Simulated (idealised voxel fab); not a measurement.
A process module follows: voxel double patterning.
It is cross-section cut that appears here, measuring 235 nm in width, its square cells being 5 nm in size.
For the purposes of this document, a cross-section shall be understood as a grid of square cells, specified as bands listed in top-to-bottom order, each band consisting of one or more rows of cells.
Read a band's entry like this: the first values are the height of its top and the height of its bottom in nm, and what follows is the sequence of materials from left to right, each with its width in nm. Note that "empty" is empty space, and that a single material marked "throughout" reaches across the band from edge to edge.
The level at which height equals 0 is the one under which the wafer, as it arrives, is entirely one material. No lower edge exists for the bottom band, which continues downward and is notated as in "0 down".
Width spec "30->40" -> top row of cells at first value, bottom row at second value, equal per-row change in between.
"remains unaltered" (step): cross-section cells unchanged, all of them.
Closed empty spaces (no open way to the top) of 8 cells or more are what "Closed void catalog" lists, each as width x height at distance from the left edge, nm for all three.
If you see something after the settings on a step's line, that's the simulator's own remark about that step.
The "overlay nm" setting may appear on a step's line; for a step that uses a mask, it gives how far to the right of its planned position the mask lay, and a negative value indicates the left.
# Below is the list of planned process steps
- 1: RECEIVE [material Si]
- 2: CONFORMAL_DEP [material SiO2] [thk nm 5]
- 3: DIRECTIONAL_DEP [material W] [thk nm 15]
- 4: DIRECTIONAL_DEP [material SiCN] [thk nm 10]
- 5: PATTERN [tone open] [mask id FIRST] [material resist] [width nm 15] [pitch nm 50] [thk nm 20] [overlay nm 0]
- 6: DIRECTIONAL_ETCH [etch materials SiCN] [depth nm 10]
- 7: STRIP [etch materials resist]
- 8: MASKED_ETCH [tone open] [mask id SECOND] [width nm 15] [pitch nm 50] [etch materials SiCN] [depth nm 10] [overlay nm 0]
- 9: DIRECTIONAL_ETCH [etch materials W] [depth nm 15]
- 10: STRIP [etch materials SiCN]
# Run as planned: first of two wafers
# Here's what the wafer looked like in cross-section when it arrived - that's after step 1
0 down  Si throughout
Closed void catalog: none
# after step 2
5 to 0  SiO2 throughout
Rest of section, below 0: as before.
# after step 3
20 to 5  W throughout
Rest of section, below 5: as before.
# after step 4
30 to 20  SiCN throughout
Rest of section, below 20: as before.
# after step 5
50 to 30  resist 60; empty 15; resist 35; empty 15; resist 35; empty 15; resist 60
Rest of section, below 30: as before.
# after step 6
50 to 30  resist 60; empty 15; resist 35; empty 15; resist 35; empty 15; resist 60
30 to 20  SiCN 60; empty 15; SiCN 35; empty 15; SiCN 35; empty 15; SiCN 60
Rest of section, below 20: as before.
# after step 7
30 to 20  SiCN 60; empty 15; SiCN 35; empty 15; SiCN 35; empty 15; SiCN 60
Rest of section, below 20: as before.
# after step 8
30 to 20  SiCN 60; empty 15; SiCN 10; empty 15; SiCN 10; empty 15; SiCN 10; empty 15; SiCN 10; empty 15; SiCN 60
Rest of section, below 20: as before.
# after step 9
30 to 20  SiCN 60; empty 15; SiCN 10; empty 15; SiCN 10; empty 15; SiCN 10; empty 15; SiCN 10; empty 15; SiCN 60
20 to 5  W 60; empty 15; W 10; empty 15; W 10; empty 15; W 10; empty 15; W 10; empty 15; W 60
Rest of section, below 5: as before.
# after step 10
20 to 5  W 60; empty 15; W 10; empty 15; W 10; empty 15; W 10; empty 15; W 10; empty 15; W 60
Rest of section, below 5: as before.
# The second wafer was prepared from the same starting point and under the same plan as the first; its processing contained one mistake, and it remains indistinguishable from the first wafer up to and including step 2
# Cross-sectional representation of the second wafer at the time designated in the plan for the completion of step 3
35 to 5  W throughout
Rest of section, below 5: as before.
# Cross-sectional representation of the second wafer at the time designated in the plan for the completion of step 4
45 to 35  SiCN throughout
Rest of section, below 35: as before.
# Cross-sectional representation of the second wafer at the time designated in the plan for the completion of step 5
65 to 45  resist 60; empty 15; resist 35; empty 15; resist 35; empty 15; resist 60
Rest of section, below 45: as before.
# Cross-sectional representation of the second wafer at the time designated in the plan for the completion of step 6
65 to 45  resist 60; empty 15; resist 35; empty 15; resist 35; empty 15; resist 60
45 to 35  SiCN 60; empty 15; SiCN 35; empty 15; SiCN 35; empty 15; SiCN 60
Rest of section, below 35: as before.
# Cross-sectional representation of the second wafer at the time designated in the plan for the completion of step 7
45 to 35  SiCN 60; empty 15; SiCN 35; empty 15; SiCN 35; empty 15; SiCN 60
Rest of section, below 35: as before.
# Cross-sectional representation of the second wafer at the time designated in the plan for the completion of step 8
45 to 35  SiCN 60; empty 15; SiCN 10; empty 15; SiCN 10; empty 15; SiCN 10; empty 15; SiCN 10; empty 15; SiCN 60
Rest of section, below 35: as before.
# Cross-sectional representation of the second wafer at the time designated in the plan for the completion of step 9
45 to 35  SiCN 60; empty 15; SiCN 10; empty 15; SiCN 10; empty 15; SiCN 10; empty 15; SiCN 10; empty 15; SiCN 60
35 to 20  W 60; empty 15; W 10; empty 15; W 10; empty 15; W 10; empty 15; W 10; empty 15; W 60
Rest of section, below 20: as before.
# Cross-sectional representation of the second wafer at the time designated in the plan for the completion of step 10
35 to 20  W 60; empty 15; W 10; empty 15; W 10; empty 15; W 10; empty 15; W 10; empty 15; W 60
Rest of section, below 20: as before.
Want to know what went wrong? regarding the plan, step 3 was run twice
FYI, end of process, the second wafer has more or fewer cells of some materials than the first: W +141
